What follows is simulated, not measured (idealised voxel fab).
Process module heading - voxel ribs on slabs
cross-section cut | 255 nm wide | cells 5 nm
Notation: cross-section as square-cell grid; stated in bands, top first, going down; one or more cell rows per band. This entry defines a band. It first specifies the height of the band's top and the height of its bottom in nm, and then specifies the band's materials from left to right, stating each material with its width in nm. The word "edge to edge" identifies a single material that fills the band from edge to edge, while the word "air" identifies empty space. Height is counted from the level 0, under which the received wafer is composed throughout of one material. The lowest of the bands is not closed at the bottom but continues downward, in the notation "z 0 and below". A width given as "30 to 40" starts at the first number in the band's top row and ends at the second number in its bottom row, shifting by an equal amount at every step from row to row. "changes: none" (step): cross-section cells unchanged, all of them. "Enclosed void inventory" enumerates empty spaces isolated from the top, with no open way to it, that contain at least 8 cells, giving each as width x height at distance from the left edge, all three in nm. Heads up: the bit after the settings on a step's line is the simulator's remark on that step. overlay nm: on a step with a mask, how far right of its planned place the mask lay; negative means left.
Planned process steps:
1 RECEIVE | material Si
2 DIRECTIONAL_DEP | material SiO2 | thk nm 25
3 DIRECTIONAL_DEP | material polySi | thk nm 25
4 MASKED_ETCH | tone cover | mask id RIB | width nm 20 | etch materials polySi | depth nm 5 | overlay nm 0
5 DIRECTIONAL_DEP | material aC | thk nm 15
6 PATTERN | tone cover | mask id SLAB | material resist | width nm 70 | thk nm 30 | overlay nm 0
7 DIRECTIONAL_ETCH | etch materials aC | depth nm 15
8 STRIP | etch materials resist
9 DIRECTIONAL_ETCH | etch materials polySi | depth nm 20
10 STRIP | etch materials aC
11 FILL_DEP | material SiO2 | thk nm 15
12 CMP | height nm 60
13 DIRECTIONAL_DEP | material TiN | thk nm 5
14 MASKED_ETCH | tone cover | mask id HEATER | width nm 30 | etch materials TiN | depth nm 5 | overlay nm 0
15 CONFORMAL_DEP | material SiO2 | thk nm 10
Cross-section of the wafer at receipt, which is the condition after step 1:
    z 0 and below: Si edge to edge
    Enclosed void inventory: none
Sectioned view, first of two wafers, at the close of the module, processed as intended in the plan:
    z 75 to 70: 100 of air, then 50 of SiO2, then 105 of air
    z 70 to 65: SiO2 edge to edge
    z 65 to 60: 110 of SiO2, then 30 of TiN, then 115 of SiO2
    z 60 to 50: SiO2 edge to edge
    z 50 to 45: 115 of SiO2, then 20 of polySi, then 120 of SiO2
    z 45 to 25: 90 of SiO2, then 70 of polySi, then 95 of SiO2
    z 25 to 0: SiO2 edge to edge
    z 0 and below: Si edge to edge
    Enclosed void inventory: none
Cross-sectional view: second of two wafers, end of module; start and plan identical to the first, one mistake in running:
    z 75 to 70: 100 of air, then 50 of SiO2, then 105 of air
    z 70 to 65: SiO2 edge to edge
    z 65 to 60: 110 of SiO2, then 30 of TiN, then 115 of SiO2
    z 60 to 50: SiO2 edge to edge
    z 50 to 45: 115 of SiO2, then 20 of polySi, then 120 of SiO2
    z 45 to 25: 95 of SiO2, then 60 of polySi, then 100 of SiO2
    z 25 to 0: SiO2 edge to edge
    z 0 and below: Si edge to edge
    Enclosed void inventory: none
It is concluded that the wafer was processed incorrectly with respect to the plan, in that step 6 was run on a setting that differed from the plan, and what really ran there is PATTERN | tone cover | mask id SLAB | material resist | width nm 60 | thk nm 30 | overlay nm 0
In the final state, the cell counts of the second wafer exceed or fall short of those of the first for the following materials: SiO2: 8 more; polySi: 8 fewer
